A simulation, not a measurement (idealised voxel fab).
Process module under the name voxel tone inversion
Square cell edge 5 nm, section width 295 nm, ID cut.
Cross-section = grid of square cells, listed top down in bands; band = one or more rows.
Heads up on the band format: heights come first, top then bottom, in nm. After that it's the materials left to right, each with its width in nm. A single material flagged "edge to edge" fills the whole band edge to edge, and "blank" means there's empty space there.
A quick word on heights: they are counted from 0, and under that level the wafer as it came to us is one material throughout. The lowest band is different from the rest in having no bottom; it simply continues downward, written as in "0 and below".
Width spec "30..40" -> top row of cells at first value, bottom row at second value, equal per-row change in between.
"nothing altered" means the step left every cell of the cross-section as it was.
Listed in "Sealed cavities": every empty space of 8 or more cells without an open way to the top. Form: width x height at distance, the distance being from the left edge, all in nm.
Read whatever lies past the settings on a step's line as the simulator's own remark about the step.
Among the settings permitted on a step's line is "overlay nm"; applied to a step with a mask, it specifies the extent to which the mask lay to the right of its planned position, whereas a negative figure signifies a position to the left.

This section lists the process steps that were planned:
| 1 | RECEIVE | material Si |
| 2 | CONFORMAL_DEP | material SiCN | thk nm 5 |
| 3 | DIRECTIONAL_DEP | material aC | thk nm 25 |
| 4 | PATTERN | tone cover | mask id POSTS | material resist | width nm 25 | pitch nm 40 | thk nm 35 | overlay nm -15 |
| 5 | DIRECTIONAL_ETCH | etch materials aC | depth nm 25 |
| 6 | STRIP | etch materials resist |
| 7 | FILL_DEP | material lowk | thk nm 5 |
| 8 | CMP | height nm 30 |
| 9 | STRIP | etch materials aC |
The wafers are alike at the start. At step 4, their overlay nm differs. The plan lists the first wafer's value.

As-received cross-section, first of several wafers, post step 1:
  0 and below = Si edge to edge
  Sealed cavities: none

So in this table every wafer gets its own row, and what you see is where it stands at the end of the module: for each material, how many cells it picked up (+) or gave up (-) since we received it, and after that its closed voids:
overlay nm -15; +59 SiCN; +195 lowk; Sealed cavities: none
overlay nm -10; +59 SiCN; +195 lowk; Sealed cavities: none
overlay nm -5; +59 SiCN; +195 lowk; Sealed cavities: none
overlay nm 0; +59 SiCN; +195 lowk; Sealed cavities: none
overlay nm 5; +59 SiCN; +195 lowk; Sealed cavities: none
overlay nm 10; +59 SiCN; +195 lowk; Sealed cavities: none
overlay nm 15; +59 SiCN; +195 lowk; Sealed cavities: none
